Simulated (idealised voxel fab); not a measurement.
process module | voxel transistor to metal
cross-section cut | 295 nm wide | cells 5 nm
A cross-section is a grid of square cells, given in bands from the top down. A band is one or more rows of cells.
Each band's line starts with the height of the band's top and of its bottom, in nm. Then come its materials from left to right, each with its width in nm. One material with "throughout" fills the band from edge to edge. "air" is empty space.
Height 0 is the level under which the wafer as received is all one material. The lowest band goes on downwards, as in "0 down".
A width such as "30 to 40" changes by the same amount from each row of cells to the next, from the band's top row to its bottom row.
"no change" after a step means that no cell of the cross-section changed.
closed voids: empty space of 8 cells or more with no open way to the top, each as width x height at its distance from the left edge, in nm
after a step's settings: what the simulator itself notes on the step
overlay nm, on a step with a mask: how far to the right of its planned place the mask lay; to the left if negative
plan
1 op RECEIVE | material Si
2 op CONFORMAL_DEP | material SiO2 | thk nm 5
3 op CONFORMAL_DEP | material SiN | thk nm 15
4 op MASKED_ETCH | tone cover | mask id ACTIVE | width nm 110 | pitch nm 130 | etch materials SiN | depth nm 15 | overlay nm 0
5 op MASKED_ETCH | tone cover | mask id ACTIVE | width nm 110 | pitch nm 130 | etch materials SiO2 | depth nm 5 | overlay nm 0
6 op MASKED_ETCH | tone cover | mask id ACTIVE | width nm 110 | pitch nm 130 | etch materials Si | depth nm 30 | overlay nm 0
7 op FILL_DEP | material SiO2 | thk nm 10
8 op CMP | height nm 20
9 op SELECTIVE_ETCH | etch materials SiO2 | depth nm 15
10 op STRIP | etch materials SiN
11 op SELECTIVE_ETCH | etch materials SiO2 | depth nm 5
12 op OXIDIZE | depth nm 5
13 op DIRECTIONAL_DEP | material polySi | thk nm 30
14 op DIRECTIONAL_DEP | material SiCN | thk nm 10
15 op DIRECTIONAL_DEP | material aC | thk nm 10
16 op PATTERN | tone cover | mask id GATE | material resist | width nm 20 | pitch nm 130 | thk nm 25 | overlay nm 0
17 op DIRECTIONAL_ETCH | etch materials aC | depth nm 10
18 op STRIP | etch materials resist
19 op DIRECTIONAL_ETCH | etch materials SiCN | depth nm 20
20 op DIRECTIONAL_ETCH | etch materials polySi | depth nm 40
21 op STRIP | etch materials aC
22 op CONFORMAL_DEP | material SiO2 | thk nm 5
23 op DIRECTIONAL_ETCH | etch materials SiO2 | depth nm 5
24 op CONFORMAL_DEP | material SiN | thk nm 5
25 op DIRECTIONAL_ETCH | etch materials SiN | depth nm 5
26 op DIRECTIONAL_ETCH | etch materials SiO2 | depth nm 5
27 op EPI | material SiGe | thk nm 5
28 op FILL_DEP | material SiO2 | thk nm 5
29 op CMP | height nm 40
30 op DIRECTIONAL_DEP | material SiO2 | thk nm 15
31 op DIRECTIONAL_DEP | material aC | thk nm 10
32 op PATTERN | tone open | mask id CONTACT | material resist | width nm 20 | thk nm 30 | overlay nm 0
33 op DIRECTIONAL_ETCH | etch materials aC | depth nm 10
34 op STRIP | etch materials resist
35 op DIRECTIONAL_ETCH | etch materials SiO2 | depth nm 55
36 op STRIP | etch materials aC
37 op CONFORMAL_DEP | material TiN | thk nm 5
38 op FILL_DEP | material Ru | thk nm 5
39 op CMP | height nm 55
40 op CONFORMAL_DEP | material SiN | thk nm 5
41 op DIRECTIONAL_DEP | material lowk | thk nm 25
42 op DIRECTIONAL_DEP | material aC | thk nm 15
43 op PATTERN | tone open | mask id METAL_1 | material resist | width nm 20 | thk nm 35 | overlay nm 0
44 op DIRECTIONAL_ETCH | etch materials aC | depth nm 15
45 op STRIP | etch materials resist
46 op DIRECTIONAL_ETCH | etch materials lowk | depth nm 25
47 op DIRECTIONAL_ETCH | etch materials SiN | depth nm 5
48 op STRIP | etch materials aC
49 op CONFORMAL_DEP | material TiN | thk nm 5
50 op FILL_DEP | material W | thk nm 10
51 op CMP | height nm 85
52 op EPI | material Ru | thk nm 5
53 op FILL_DEP | material SiCN | thk nm 5
54 op DIRECTIONAL_DEP | material SiO2 | thk nm 25
55 op DIRECTIONAL_DEP | material aC | thk nm 10
56 op PATTERN | tone open | mask id METAL_2 | material resist | width nm 20 | pitch nm 130 | thk nm 25 | overlay nm 0
57 op DIRECTIONAL_ETCH | etch materials aC | depth nm 10
58 op STRIP | etch materials resist
59 op DIRECTIONAL_ETCH | etch materials SiO2 | depth nm 15
60 op STRIP | etch materials aC
61 op DIRECTIONAL_DEP | material aC | thk nm 10
62 op PATTERN | tone open | mask id METAL_2_HOLES | material resist | width nm 15 | pitch nm 130 | thk nm 25 | overlay nm 0
63 op DIRECTIONAL_ETCH | etch materials aC | depth nm 10
64 op STRIP | etch materials resist
65 op DIRECTIONAL_ETCH | etch materials SiO2 | depth nm 10
66 op DIRECTIONAL_ETCH | etch materials SiCN | depth nm 5
67 op STRIP | etch materials aC
68 op CONFORMAL_DEP | material TiN | thk nm 5
69 op FILL_DEP | material Cu | thk nm 10
70 op CMP | height nm 120
71 op CONFORMAL_DEP | material SiCN | thk nm 5
first wafer, as planned
as received, after step 1
  0 down: Si throughout
  closed voids: none
after step 2
  5 to 0: SiO2 throughout
  below 0: unchanged
after step 3
  20 to 5: SiN throughout
  below 5: unchanged
after step 4
  20 to 5: air 25 | SiN 110 | air 20 | SiN 110 | air 30
  below 5: unchanged
after step 5
  20 to 5: air 25 | SiN 110 | air 20 | SiN 110 | air 30
  5 to 0: air 25 | SiO2 110 | air 20 | SiO2 110 | air 30
  below 0: unchanged
after step 6
  20 to 5: air 25 | SiN 110 | air 20 | SiN 110 | air 30
  5 to 0: air 25 | SiO2 110 | air 20 | SiO2 110 | air 30
  0 to -30: air 25 | Si 110 | air 20 | Si 110 | air 30
  below -30: unchanged
after step 7
  30 to 20: SiO2 throughout
  20 to 5: SiO2 25 | SiN 110 | SiO2 20 | SiN 110 | SiO2 30
  5 to 0: SiO2 throughout
  0 to -30: SiO2 25 | Si 110 | SiO2 20 | Si 110 | SiO2 30
  below -30: unchanged
after step 8
  20 to 5: SiO2 25 | SiN 110 | SiO2 20 | SiN 110 | SiO2 30
  below 5: unchanged
after step 9
  20 to 5: air 25 | SiN 110 | air 20 | SiN 110 | air 30
  below 5: unchanged
after step 10
  5 to 0: SiO2 throughout
  below 0: unchanged
after step 11
  0 to -30: SiO2 25 | Si 110 | SiO2 20 | Si 110 | SiO2 30
  below -30: unchanged
after step 12
  0 to -5: SiO2 throughout
  below -5: unchanged
after step 13
  30 to 0: polySi throughout
  below 0: unchanged
after step 14
  40 to 30: SiCN throughout
  below 30: unchanged
after step 15
  50 to 40: aC throughout
  below 40: unchanged
after step 16
  75 to 50: air 70 | resist 20 | air 110 | resist 20 | air 75
  below 50: unchanged
after step 17
  65 to 50: air 70 | resist 20 | air 110 | resist 20 | air 75
  50 to 40: air 70 | aC 20 | air 110 | aC 20 | air 75
  below 40: unchanged
after step 18
  50 to 40: air 70 | aC 20 | air 110 | aC 20 | air 75
  below 40: unchanged
after step 19
  50 to 40: air 70 | aC 20 | air 110 | aC 20 | air 75
  40 to 30: air 70 | SiCN 20 | air 110 | SiCN 20 | air 75
  below 30: unchanged
after step 20
  50 to 40: air 70 | aC 20 | air 110 | aC 20 | air 75
  40 to 30: air 70 | SiCN 20 | air 110 | SiCN 20 | air 75
  30 to 0: air 70 | polySi 20 | air 110 | polySi 20 | air 75
  below 0: unchanged
after step 21
  40 to 30: air 70 | SiCN 20 | air 110 | SiCN 20 | air 75
  below 30: unchanged
after step 22
  45 to 40: air 65 | SiO2 30 | air 100 | SiO2 30 | air 70
  40 to 30: air 65 | SiO2 5 | SiCN 20 | SiO2 5 | air 100 | SiO2 5 | SiCN 20 | SiO2 5 | air 70
  30 to 5: air 65 | SiO2 5 | polySi 20 | SiO2 5 | air 100 | SiO2 5 | polySi 20 | SiO2 5 | air 70
  5 to 0: SiO2 70 | polySi 20 | SiO2 110 | polySi 20 | SiO2 75
  below 0: unchanged
after step 23
  40 to 30: air 65 | SiO2 5 | SiCN 20 | SiO2 5 | air 100 | SiO2 5 | SiCN 20 | SiO2 5 | air 70
  30 to 0: air 65 | SiO2 5 | polySi 20 | SiO2 5 | air 100 | SiO2 5 | polySi 20 | SiO2 5 | air 70
  below 0: unchanged
after step 24
  45 to 40: air 60 | SiN 40 | air 90 | SiN 40 | air 65
  40 to 30: air 60 | SiN 5 | SiO2 5 | SiCN 20 | SiO2 5 | SiN 5 | air 90 | SiN 5 | SiO2 5 | SiCN 20 | SiO2 5 | SiN 5 | air 65
  30 to 5: air 60 | SiN 5 | SiO2 5 | polySi 20 | SiO2 5 | SiN 5 | air 90 | SiN 5 | SiO2 5 | polySi 20 | SiO2 5 | SiN 5 | air 65
  5 to 0: SiN 65 | SiO2 5 | polySi 20 | SiO2 5 | SiN 100 | SiO2 5 | polySi 20 | SiO2 5 | SiN 70
  below 0: unchanged
after step 25
  40 to 30: air 60 | SiN 5 | SiO2 5 | SiCN 20 | SiO2 5 | SiN 5 | air 90 | SiN 5 | SiO2 5 | SiCN 20 | SiO2 5 | SiN 5 | air 65
  30 to 0: air 60 | SiN 5 | SiO2 5 | polySi 20 | SiO2 5 | SiN 5 | air 90 | SiN 5 | SiO2 5 | polySi 20 | SiO2 5 | SiN 5 | air 65
  below 0: unchanged
after step 26
  40 to 35: air 60 | SiN 5 | air 5 | SiCN 20 | air 5 | SiN 5 | air 90 | SiN 5 | air 5 | SiCN 20 | air 5 | SiN 5 | air 65
  35 to 30: air 60 | SiN 5 | SiO2 5 | SiCN 20 | SiO2 5 | SiN 5 | air 90 | SiN 5 | SiO2 5 | SiCN 20 | SiO2 5 | SiN 5 | air 65
  30 to 0: air 60 | SiN 5 | SiO2 5 | polySi 20 | SiO2 5 | SiN 5 | air 90 | SiN 5 | SiO2 5 | polySi 20 | SiO2 5 | SiN 5 | air 65
  0 to -5: air 60 | SiO2 40 | air 90 | SiO2 40 | air 65
  below -5: unchanged
after step 27
  40 to 35: air 60 | SiN 5 | air 5 | SiCN 20 | air 5 | SiN 5 | air 90 | SiN 5 | air 5 | SiCN 20 | air 5 | SiN 5 | air 65
  35 to 30: air 60 | SiN 5 | SiO2 5 | SiCN 20 | SiO2 5 | SiN 5 | air 90 | SiN 5 | SiO2 5 | SiCN 20 | SiO2 5 | SiN 5 | air 65
  30 to 0: air 60 | SiN 5 | SiO2 5 | polySi 20 | SiO2 5 | SiN 5 | air 90 | SiN 5 | SiO2 5 | polySi 20 | SiO2 5 | SiN 5 | air 65
  0 to -5: air 20 | SiGe 40 | SiO2 40 | SiGe 40 | air 10 | SiGe 40 | SiO2 40 | SiGe 40 | air 25
  below -5: unchanged
after step 28
  45 to 40: SiO2 throughout
  40 to 30: SiO2 60 | SiN 5 | SiO2 5 | SiCN 20 | SiO2 5 | SiN 5 | SiO2 90 | SiN 5 | SiO2 5 | SiCN 20 | SiO2 5 | SiN 5 | SiO2 65
  30 to 0: SiO2 60 | SiN 5 | SiO2 5 | polySi 20 | SiO2 5 | SiN 5 | SiO2 90 | SiN 5 | SiO2 5 | polySi 20 | SiO2 5 | SiN 5 | SiO2 65
  0 to -5: SiO2 20 | SiGe 40 | SiO2 40 | SiGe 40 | SiO2 10 | SiGe 40 | SiO2 40 | SiGe 40 | SiO2 25
  below -5: unchanged
after step 29
  40 to 30: SiO2 60 | SiN 5 | SiO2 5 | SiCN 20 | SiO2 5 | SiN 5 | SiO2 90 | SiN 5 | SiO2 5 | SiCN 20 | SiO2 5 | SiN 5 | SiO2 65
  below 30: unchanged
after step 30
  55 to 40: SiO2 throughout
  below 40: unchanged
after step 31
  65 to 55: aC throughout
  below 55: unchanged
after step 32
  95 to 65: resist 30 | air 20 | resist 60 | air 20 | resist 30 | air 20 | resist 60 | air 20 | resist 35
  below 65: unchanged
after step 33
  85 to 65: resist 30 | air 20 | resist 60 | air 20 | resist 30 | air 20 | resist 60 | air 20 | resist 35
  65 to 55: aC 30 | air 20 | aC 60 | air 20 | aC 30 | air 20 | aC 60 | air 20 | aC 35
  below 55: unchanged
after step 34
  65 to 55: aC 30 | air 20 | aC 60 | air 20 | aC 30 | air 20 | aC 60 | air 20 | aC 35
  below 55: unchanged
after step 35
  65 to 55: aC 30 | air 20 | aC 60 | air 20 | aC 30 | air 20 | aC 60 | air 20 | aC 35
  55 to 40: SiO2 30 | air 20 | SiO2 60 | air 20 | SiO2 30 | air 20 | SiO2 60 | air 20 | SiO2 35
  40 to 30: SiO2 30 | air 20 | SiO2 10 | SiN 5 | SiO2 5 | SiCN 20 | SiO2 5 | SiN 5 | SiO2 10 | air 20 | SiO2 30 | air 20 | SiO2 10 | SiN 5 | SiO2 5 | SiCN 20 | SiO2 5 | SiN 5 | SiO2 10 | air 20 | SiO2 35
  30 to 0: SiO2 30 | air 20 | SiO2 10 | SiN 5 | SiO2 5 | polySi 20 | SiO2 5 | SiN 5 | SiO2 10 | air 20 | SiO2 30 | air 20 | SiO2 10 | SiN 5 | SiO2 5 | polySi 20 | SiO2 5 | SiN 5 | SiO2 10 | air 20 | SiO2 35
  below 0: unchanged
after step 36
  55 to 40: SiO2 30 | air 20 | SiO2 60 | air 20 | SiO2 30 | air 20 | SiO2 60 | air 20 | SiO2 35
  below 40: unchanged
after step 37
  60 to 55: TiN 35 | air 10 | TiN 70 | air 10 | TiN 40 | air 10 | TiN 70 | air 10 | TiN 40
  55 to 40: SiO2 30 | TiN 5 | air 10 | TiN 5 | SiO2 60 | TiN 5 | air 10 | TiN 5 | SiO2 30 | TiN 5 | air 10 | TiN 5 | SiO2 60 | TiN 5 | air 10 | TiN 5 | SiO2 35
  40 to 30: SiO2 30 | TiN 5 | air 10 | TiN 5 | SiO2 10 | SiN 5 | SiO2 5 | SiCN 20 | SiO2 5 | SiN 5 | SiO2 10 | TiN 5 | air 10 | TiN 5 | SiO2 30 | TiN 5 | air 10 | TiN 5 | SiO2 10 | SiN 5 | SiO2 5 | SiCN 20 | SiO2 5 | SiN 5 | SiO2 10 | TiN 5 | air 10 | TiN 5 | SiO2 35
  30 to 5: SiO2 30 | TiN 5 | air 10 | TiN 5 | SiO2 10 | SiN 5 | SiO2 5 | polySi 20 | SiO2 5 | SiN 5 | SiO2 10 | TiN 5 | air 10 | TiN 5 | SiO2 30 | TiN 5 | air 10 | TiN 5 | SiO2 10 | SiN 5 | SiO2 5 | polySi 20 | SiO2 5 | SiN 5 | SiO2 10 | TiN 5 | air 10 | TiN 5 | SiO2 35
  5 to 0: SiO2 30 | TiN 20 | SiO2 10 | SiN 5 | SiO2 5 | polySi 20 | SiO2 5 | SiN 5 | SiO2 10 | TiN 20 | SiO2 30 | TiN 20 | SiO2 10 | SiN 5 | SiO2 5 | polySi 20 | SiO2 5 | SiN 5 | SiO2 10 | TiN 20 | SiO2 35
  below 0: unchanged
after step 38
  65 to 60: Ru throughout
  60 to 55: TiN 35 | Ru 10 | TiN 70 | Ru 10 | TiN 40 | Ru 10 | TiN 70 | Ru 10 | TiN 40
  55 to 40: SiO2 30 | TiN 5 | Ru 10 | TiN 5 | SiO2 60 | TiN 5 | Ru 10 | TiN 5 | SiO2 30 | TiN 5 | Ru 10 | TiN 5 | SiO2 60 | TiN 5 | Ru 10 | TiN 5 | SiO2 35
  40 to 30: SiO2 30 | TiN 5 | Ru 10 | TiN 5 | SiO2 10 | SiN 5 | SiO2 5 | SiCN 20 | SiO2 5 | SiN 5 | SiO2 10 | TiN 5 | Ru 10 | TiN 5 | SiO2 30 | TiN 5 | Ru 10 | TiN 5 | SiO2 10 | SiN 5 | SiO2 5 | SiCN 20 | SiO2 5 | SiN 5 | SiO2 10 | TiN 5 | Ru 10 | TiN 5 | SiO2 35
  30 to 5: SiO2 30 | TiN 5 | Ru 10 | TiN 5 | SiO2 10 | SiN 5 | SiO2 5 | polySi 20 | SiO2 5 | SiN 5 | SiO2 10 | TiN 5 | Ru 10 | TiN 5 | SiO2 30 | TiN 5 | Ru 10 | TiN 5 | SiO2 10 | SiN 5 | SiO2 5 | polySi 20 | SiO2 5 | SiN 5 | SiO2 10 | TiN 5 | Ru 10 | TiN 5 | SiO2 35
  below 5: unchanged
after step 39
  55 to 40: SiO2 30 | TiN 5 | Ru 10 | TiN 5 | SiO2 60 | TiN 5 | Ru 10 | TiN 5 | SiO2 30 | TiN 5 | Ru 10 | TiN 5 | SiO2 60 | TiN 5 | Ru 10 | TiN 5 | SiO2 35
  below 40: unchanged
after step 40
  60 to 55: SiN throughout
  below 55: unchanged
after step 41
  85 to 60: lowk throughout
  below 60: unchanged
after step 42
  100 to 85: aC throughout
  below 85: unchanged
after step 43
  135 to 100: resist 30 | air 20 | resist 60 | air 20 | resist 30 | air 20 | resist 60 | air 20 | resist 35
  below 100: unchanged
after step 44
  120 to 100: resist 30 | air 20 | resist 60 | air 20 | resist 30 | air 20 | resist 60 | air 20 | resist 35
  100 to 85: aC 30 | air 20 | aC 60 | air 20 | aC 30 | air 20 | aC 60 | air 20 | aC 35
  below 85: unchanged
after step 45
  100 to 85: aC 30 | air 20 | aC 60 | air 20 | aC 30 | air 20 | aC 60 | air 20 | aC 35
  below 85: unchanged
after step 46
  100 to 85: aC 30 | air 20 | aC 60 | air 20 | aC 30 | air 20 | aC 60 | air 20 | aC 35
  85 to 60: lowk 30 | air 20 | lowk 60 | air 20 | lowk 30 | air 20 | lowk 60 | air 20 | lowk 35
  below 60: unchanged
after step 47
  100 to 85: aC 30 | air 20 | aC 60 | air 20 | aC 30 | air 20 | aC 60 | air 20 | aC 35
  85 to 60: lowk 30 | air 20 | lowk 60 | air 20 | lowk 30 | air 20 | lowk 60 | air 20 | lowk 35
  60 to 55: SiN 30 | air 20 | SiN 60 | air 20 | SiN 30 | air 20 | SiN 60 | air 20 | SiN 35
  below 55: unchanged
after step 48
  85 to 60: lowk 30 | air 20 | lowk 60 | air 20 | lowk 30 | air 20 | lowk 60 | air 20 | lowk 35
  below 60: unchanged
after step 49
  90 to 85: TiN 35 | air 10 | TiN 70 | air 10 | TiN 40 | air 10 | TiN 70 | air 10 | TiN 40
  85 to 60: lowk 30 | TiN 5 | air 10 | TiN 5 | lowk 60 | TiN 5 | air 10 | TiN 5 | lowk 30 | TiN 5 | air 10 | TiN 5 | lowk 60 | TiN 5 | air 10 | TiN 5 | lowk 35
  60 to 55: SiN 30 | TiN 20 | SiN 60 | TiN 20 | SiN 30 | TiN 20 | SiN 60 | TiN 20 | SiN 35
  below 55: unchanged
after step 50
  100 to 90: W throughout
  90 to 85: TiN 35 | W 10 | TiN 70 | W 10 | TiN 40 | W 10 | TiN 70 | W 10 | TiN 40
  85 to 60: lowk 30 | TiN 5 | W 10 | TiN 5 | lowk 60 | TiN 5 | W 10 | TiN 5 | lowk 30 | TiN 5 | W 10 | TiN 5 | lowk 60 | TiN 5 | W 10 | TiN 5 | lowk 35
  below 60: unchanged
after step 51
  85 to 60: lowk 30 | TiN 5 | W 10 | TiN 5 | lowk 60 | TiN 5 | W 10 | TiN 5 | lowk 30 | TiN 5 | W 10 | TiN 5 | lowk 60 | TiN 5 | W 10 | TiN 5 | lowk 35
  below 60: unchanged
after step 52
  90 to 85: air 25 | Ru 30 | air 50 | Ru 30 | air 20 | Ru 30 | air 50 | Ru 30 | air 30
  below 85: unchanged
after step 53
  95 to 90: SiCN throughout
  90 to 85: SiCN 25 | Ru 30 | SiCN 50 | Ru 30 | SiCN 20 | Ru 30 | SiCN 50 | Ru 30 | SiCN 30
  below 85: unchanged
after step 54
  120 to 95: SiO2 throughout
  below 95: unchanged
after step 55
  130 to 120: aC throughout
  below 120: unchanged
after step 56
  155 to 130: resist 30 | air 20 | resist 110 | air 20 | resist 115
  below 130: unchanged
after step 57
  145 to 130: resist 30 | air 20 | resist 110 | air 20 | resist 115
  130 to 120: aC 30 | air 20 | aC 110 | air 20 | aC 115
  below 120: unchanged
after step 58
  130 to 120: aC 30 | air 20 | aC 110 | air 20 | aC 115
  below 120: unchanged
after step 59
  130 to 120: aC 30 | air 20 | aC 110 | air 20 | aC 115
  120 to 105: SiO2 30 | air 20 | SiO2 110 | air 20 | SiO2 115
  below 105: unchanged
after step 60
  120 to 105: SiO2 30 | air 20 | SiO2 110 | air 20 | SiO2 115
  below 105: unchanged
after step 61
  130 to 120: aC 30 | air 20 | aC 110 | air 20 | aC 115
  120 to 115: SiO2 30 | air 20 | SiO2 110 | air 20 | SiO2 115
  115 to 105: SiO2 30 | aC 20 | SiO2 110 | aC 20 | SiO2 115
  below 105: unchanged
after step 62
  155 to 130: resist 30 | air 15 | resist 115 | air 15 | resist 120
  130 to 120: aC 30 | air 15 | resist 5 | aC 110 | air 15 | resist 5 | aC 115
  120 to 115: SiO2 30 | air 15 | resist 5 | SiO2 110 | air 15 | resist 5 | SiO2 115
  below 115: unchanged
after step 63
  145 to 130: resist 30 | air 15 | resist 115 | air 15 | resist 120
  130 to 120: aC 30 | air 15 | resist 5 | aC 110 | air 15 | resist 5 | aC 115
  120 to 115: SiO2 30 | air 15 | resist 5 | SiO2 110 | air 15 | resist 5 | SiO2 115
  115 to 105: SiO2 30 | air 15 | aC 5 | SiO2 110 | air 15 | aC 5 | SiO2 115
  below 105: unchanged
after step 64
  130 to 120: aC 30 | air 20 | aC 110 | air 20 | aC 115
  120 to 115: SiO2 30 | air 20 | SiO2 110 | air 20 | SiO2 115
  below 115: unchanged
after step 65
  130 to 120: aC 30 | air 20 | aC 110 | air 20 | aC 115
  120 to 115: SiO2 30 | air 20 | SiO2 110 | air 20 | SiO2 115
  115 to 105: SiO2 30 | air 15 | aC 5 | SiO2 110 | air 15 | aC 5 | SiO2 115
  105 to 95: SiO2 30 | air 15 | SiO2 115 | air 15 | SiO2 120
  below 95: unchanged
after step 66
  130 to 120: aC 30 | air 20 | aC 110 | air 20 | aC 115
  120 to 115: SiO2 30 | air 20 | SiO2 110 | air 20 | SiO2 115
  115 to 105: SiO2 30 | air 15 | aC 5 | SiO2 110 | air 15 | aC 5 | SiO2 115
  105 to 95: SiO2 30 | air 15 | SiO2 115 | air 15 | SiO2 120
  95 to 90: SiCN 30 | air 15 | SiCN 115 | air 15 | SiCN 120
  below 90: unchanged
after step 67
  120 to 105: SiO2 30 | air 20 | SiO2 110 | air 20 | SiO2 115
  below 105: unchanged
after step 68
  125 to 120: TiN 35 | air 10 | TiN 120 | air 10 | TiN 120
  120 to 110: SiO2 30 | TiN 5 | air 10 | TiN 5 | SiO2 110 | TiN 5 | air 10 | TiN 5 | SiO2 115
  110 to 105: SiO2 30 | TiN 5 | air 5 | TiN 10 | SiO2 110 | TiN 5 | air 5 | TiN 10 | SiO2 115
  105 to 95: SiO2 30 | TiN 5 | air 5 | TiN 5 | SiO2 115 | TiN 5 | air 5 | TiN 5 | SiO2 120
  95 to 90: SiCN 30 | TiN 15 | SiCN 115 | TiN 15 | SiCN 120
  below 90: unchanged
after step 69
  135 to 125: Cu throughout
  125 to 120: TiN 35 | Cu 10 | TiN 120 | Cu 10 | TiN 120
  120 to 110: SiO2 30 | TiN 5 | Cu 10 | TiN 5 | SiO2 110 | TiN 5 | Cu 10 | TiN 5 | SiO2 115
  110 to 105: SiO2 30 | TiN 5 | Cu 5 | TiN 10 | SiO2 110 | TiN 5 | Cu 5 | TiN 10 | SiO2 115
  105 to 95: SiO2 30 | TiN 5 | Cu 5 | TiN 5 | SiO2 115 | TiN 5 | Cu 5 | TiN 5 | SiO2 120
  below 95: unchanged
after step 70
  120 to 110: SiO2 30 | TiN 5 | Cu 10 | TiN 5 | SiO2 110 | TiN 5 | Cu 10 | TiN 5 | SiO2 115
  below 110: unchanged
after step 71
  125 to 120: SiCN throughout
  below 120: unchanged
second wafer: like start, like plan, one mistake. Through step 48 it matches the first wafer
when step 49 should have ended
  90 to 85: aC 35 | air 10 | aC 70 | air 10 | aC 40 | air 10 | aC 70 | air 10 | aC 40
  85 to 60: lowk 30 | aC 5 | air 10 | aC 5 | lowk 60 | aC 5 | air 10 | aC 5 | lowk 30 | aC 5 | air 10 | aC 5 | lowk 60 | aC 5 | air 10 | aC 5 | lowk 35
  60 to 55: SiN 30 | aC 20 | SiN 60 | aC 20 | SiN 30 | aC 20 | SiN 60 | aC 20 | SiN 35
  below 55: unchanged
when step 50 should have ended
  100 to 90: W throughout
  90 to 85: aC 35 | W 10 | aC 70 | W 10 | aC 40 | W 10 | aC 70 | W 10 | aC 40
  85 to 60: lowk 30 | aC 5 | W 10 | aC 5 | lowk 60 | aC 5 | W 10 | aC 5 | lowk 30 | aC 5 | W 10 | aC 5 | lowk 60 | aC 5 | W 10 | aC 5 | lowk 35
  below 60: unchanged
when step 51 should have ended
  85 to 60: lowk 30 | aC 5 | W 10 | aC 5 | lowk 60 | aC 5 | W 10 | aC 5 | lowk 30 | aC 5 | W 10 | aC 5 | lowk 60 | aC 5 | W 10 | aC 5 | lowk 35
  below 60: unchanged
when step 52 should have ended
  90 to 85: air 30 | Ru 20 | air 60 | Ru 20 | air 30 | Ru 20 | air 60 | Ru 20 | air 35
  below 85: unchanged
when step 53 should have ended
  95 to 90: SiCN throughout
  90 to 85: SiCN 30 | Ru 20 | SiCN 60 | Ru 20 | SiCN 30 | Ru 20 | SiCN 60 | Ru 20 | SiCN 35
  below 85: unchanged
when step 54 should have ended
  120 to 95: SiO2 throughout
  below 95: unchanged
when step 55 should have ended
  130 to 120: aC throughout
  below 120: unchanged
when step 56 should have ended
  155 to 130: resist 30 | air 20 | resist 110 | air 20 | resist 115
  below 130: unchanged
when step 57 should have ended
  145 to 130: resist 30 | air 20 | resist 110 | air 20 | resist 115
  130 to 120: aC 30 | air 20 | aC 110 | air 20 | aC 115
  below 120: unchanged
when step 58 should have ended
  130 to 120: aC 30 | air 20 | aC 110 | air 20 | aC 115
  below 120: unchanged
when step 59 should have ended
  130 to 120: aC 30 | air 20 | aC 110 | air 20 | aC 115
  120 to 105: SiO2 30 | air 20 | SiO2 110 | air 20 | SiO2 115
  below 105: unchanged
when step 60 should have ended
  120 to 105: SiO2 30 | air 20 | SiO2 110 | air 20 | SiO2 115
  below 105: unchanged
when step 61 should have ended
  130 to 120: aC 30 | air 20 | aC 110 | air 20 | aC 115
  120 to 115: SiO2 30 | air 20 | SiO2 110 | air 20 | SiO2 115
  115 to 105: SiO2 30 | aC 20 | SiO2 110 | aC 20 | SiO2 115
  below 105: unchanged
when step 62 should have ended
  155 to 130: resist 30 | air 15 | resist 115 | air 15 | resist 120
  130 to 120: aC 30 | air 15 | resist 5 | aC 110 | air 15 | resist 5 | aC 115
  120 to 115: SiO2 30 | air 15 | resist 5 | SiO2 110 | air 15 | resist 5 | SiO2 115
  below 115: unchanged
when step 63 should have ended
  145 to 130: resist 30 | air 15 | resist 115 | air 15 | resist 120
  130 to 120: aC 30 | air 15 | resist 5 | aC 110 | air 15 | resist 5 | aC 115
  120 to 115: SiO2 30 | air 15 | resist 5 | SiO2 110 | air 15 | resist 5 | SiO2 115
  115 to 105: SiO2 30 | air 15 | aC 5 | SiO2 110 | air 15 | aC 5 | SiO2 115
  below 105: unchanged
when step 64 should have ended
  130 to 120: aC 30 | air 20 | aC 110 | air 20 | aC 115
  120 to 115: SiO2 30 | air 20 | SiO2 110 | air 20 | SiO2 115
  below 115: unchanged
when step 65 should have ended
  130 to 120: aC 30 | air 20 | aC 110 | air 20 | aC 115
  120 to 115: SiO2 30 | air 20 | SiO2 110 | air 20 | SiO2 115
  115 to 105: SiO2 30 | air 15 | aC 5 | SiO2 110 | air 15 | aC 5 | SiO2 115
  105 to 95: SiO2 30 | air 15 | SiO2 115 | air 15 | SiO2 120
  below 95: unchanged
when step 66 should have ended
  130 to 120: aC 30 | air 20 | aC 110 | air 20 | aC 115
  120 to 115: SiO2 30 | air 20 | SiO2 110 | air 20 | SiO2 115
  115 to 105: SiO2 30 | air 15 | aC 5 | SiO2 110 | air 15 | aC 5 | SiO2 115
  105 to 95: SiO2 30 | air 15 | SiO2 115 | air 15 | SiO2 120
  95 to 90: SiCN 30 | air 15 | SiCN 115 | air 15 | SiCN 120
  below 90: unchanged
when step 67 should have ended
  120 to 105: SiO2 30 | air 20 | SiO2 110 | air 20 | SiO2 115
  below 105: unchanged
when step 68 should have ended
  125 to 120: TiN 35 | air 10 | TiN 120 | air 10 | TiN 120
  120 to 110: SiO2 30 | TiN 5 | air 10 | TiN 5 | SiO2 110 | TiN 5 | air 10 | TiN 5 | SiO2 115
  110 to 105: SiO2 30 | TiN 5 | air 5 | TiN 10 | SiO2 110 | TiN 5 | air 5 | TiN 10 | SiO2 115
  105 to 95: SiO2 30 | TiN 5 | air 5 | TiN 5 | SiO2 115 | TiN 5 | air 5 | TiN 5 | SiO2 120
  95 to 90: SiCN 30 | TiN 15 | SiCN 115 | TiN 15 | SiCN 120
  below 90: unchanged
when step 69 should have ended
  135 to 125: Cu throughout
  125 to 120: TiN 35 | Cu 10 | TiN 120 | Cu 10 | TiN 120
  120 to 110: SiO2 30 | TiN 5 | Cu 10 | TiN 5 | SiO2 110 | TiN 5 | Cu 10 | TiN 5 | SiO2 115
  110 to 105: SiO2 30 | TiN 5 | Cu 5 | TiN 10 | SiO2 110 | TiN 5 | Cu 5 | TiN 10 | SiO2 115
  105 to 95: SiO2 30 | TiN 5 | Cu 5 | TiN 5 | SiO2 115 | TiN 5 | Cu 5 | TiN 5 | SiO2 120
  below 95: unchanged
when step 70 should have ended
  120 to 110: SiO2 30 | TiN 5 | Cu 10 | TiN 5 | SiO2 110 | TiN 5 | Cu 10 | TiN 5 | SiO2 115
  below 110: unchanged
when step 71 should have ended
  125 to 120: SiCN throughout
  below 120: unchanged
what went wrong: step 49 ran as: op CONFORMAL_DEP | material aC | thk nm 5
at the end the second wafer has, in cells: 8 fewer of Ru | 8 more of SiCN | 56 fewer of TiN | 56 more of aC
